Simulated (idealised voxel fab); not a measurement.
The following is a process module called voxel fin reveal.
Cross-section cut spans 295 nm and uses square cells 5 nm in size.
For the purposes of this document, a cross-section shall be understood as a grid of square cells, specified as bands listed in top-to-bottom order, each band consisting of one or more rows of cells. Heads up on the band format: heights come first, top then bottom, in nm. After that it's the materials left to right, each with its width in nm. A single material flagged "throughout" fills the whole band edge to edge, and "blank" means there's empty space there. Below 0: as-received wafer, all one material; heights counted from there. Lowest band: no bottom, goes on down, written "0..down". Per-row width for "30->40": begins at first number (top row of band), ends at second number (bottom row), increment between rows held constant. No cell of the cross-section changed in a step that is given as "stayed the same". This entry, "Voids, fully enclosed", enumerates those empty regions of no fewer than 8 cells that possess no open connection to the top. Each region is reported in the form width x height at distance, the distance being taken from the left edge, with all three quantities expressed in nm. Anything after a step's settings on that line? It's the simulator's own note about the step. overlay nm: for a step with a mask, the amount by which the mask lay right of where it was planned; a negative amount means left of it.
So here's the lineup of process steps we planned
1) RECEIVE [material Si]
2) CONFORMAL_DEP [material SiN] [thk nm 10]
3) MASKED_ETCH [tone cover] [mask id FINS] [width nm 15] [pitch nm 45] [etch materials SiN] [depth nm 10] [overlay nm 0]
4) MASKED_ETCH [tone cover] [mask id FINS] [width nm 15] [pitch nm 45] [etch materials Si] [depth nm 40] [overlay nm 0]
5) OXIDIZE [depth nm 5]
6) FILL_DEP [material SiO2] [thk nm 15]
7) CMP [height nm 10]
8) SELECTIVE_ETCH [etch materials SiO2] [depth nm 25]
9) STRIP [etch materials SiN]
Wafer at receipt (post step 1), cross-section
  0..down | Si throughout
  Voids, fully enclosed: none
Same starting wafer, same plan as above, one mistake in the execution; this is the cross-section at the end of the module
  0..-15 | 120 blank  5 Si  40 blank  5 Si  125 blank
  -15..-25 | 90 SiO2  30 blank  5 Si  40 blank  5 Si  30 blank  95 SiO2
  -25..-45 | 120 SiO2  5 Si  40 SiO2  5 Si  125 SiO2
  -45..down | Si throughout
  Voids, fully enclosed: none
Error vs. plan: steps 8 and 9: order swapped relative to plan
